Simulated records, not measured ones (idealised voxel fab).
The document below concerns the process module designated voxel spacer lines.
Section cut is 250 nm wide and gridded with 5 nm square cells.
Cross-sections here: square-cell grids, written as top-down lists of bands, a band being one or more rows of cells.
A band entry consists of two parts. The first gives the height of the band's top and the height of its bottom, in nm. The rest lists the band's materials from left to right, each with its width in nm. A single material labelled with the word "full width" fills the band from edge to edge, and the word "empty" marks empty space.
Height datum 0, below which the as-received substrate wafer is one material. Lowest band open at the bottom, running downward: "0 nm and below".
It should be noted that a width expressed as "30 to 40" varies in equal increments from row to row of cells within the band, taking the value of the first number at the top row and that of the second number at the bottom row.
The cross-section has no changed cell in any step marked "changes: none".
Voids not open to the top, 8 cells minimum: see "Closed void listing". Written width x height at distance; distance is from the left edge; nm.
Post-settings text on a step line: simulator's own remark regarding the step.
overlay nm: where the mask lay relative to plan, measured to the right, on steps with a mask; negatives go left.
Plan:
1 RECEIVE with material Si
2 CONFORMAL_DEP with material Al2O3, thk nm 5
3 DIRECTIONAL_DEP with material SiN, thk nm 15
4 DIRECTIONAL_DEP with material aC, thk nm 30
5 PATTERN with tone cover, mask id MANDREL, material resist, width nm 25, pitch nm 70, thk nm 35, overlay nm 0
6 DIRECTIONAL_ETCH with etch materials aC, depth nm 30
7 STRIP with etch materials resist
8 CONFORMAL_DEP with material SiO2, thk nm 10
9 DIRECTIONAL_ETCH with etch materials SiO2, depth nm 10
10 STRIP with etch materials aC
11 DIRECTIONAL_ETCH with etch materials SiN, depth nm 15
12 STRIP with etch materials SiO2
Across this set of wafers, the varied parameter is the thk nm of step 2. Starting conditions are identical for every wafer, and the plan reports the value assigned to the first wafer.
Sectional view: first of several wafers, as received, after step 1:
* 0 nm and below: Si full width
* Closed void listing: none
First of several wafers: cross-section at the end of the module, after step 12, its last step:
* 20 nm to 5 nm: 30 nm empty  10 nm SiN  25 nm empty  10 nm SiN  25 nm empty  10 nm SiN  25 nm empty  10 nm SiN  25 nm empty  10 nm SiN  25 nm empty  10 nm SiN  35 nm empty
* 5 nm to 0 nm: Al2O3 full width
* 0 nm and below: Si full width
* Closed void listing: none
End of module: cross-section, last of several wafers:
* 35 nm to 20 nm: 30 nm empty  10 nm SiN  25 nm empty  10 nm SiN  25 nm empty  10 nm SiN  25 nm empty  10 nm SiN  25 nm empty  10 nm SiN  25 nm empty  10 nm SiN  35 nm empty
* 20 nm to 0 nm: Al2O3 full width
* 0 nm and below: Si full width
* Closed void listing: none
The following table contains a row per wafer, in which are reported, at the conclusion of the module, the cells of each material gained (+) or lost (-) since the wafer's receipt, with its closed voids given thereafter:
thk nm 5, +50 Al2O3, +36 SiN, Closed void listing: none
thk nm 10, +100 Al2O3, +36 SiN, Closed void listing: none
thk nm 15, +150 Al2O3, +36 SiN, Closed void listing: none
thk nm 20, +200 Al2O3, +36 SiN, Closed void listing: none
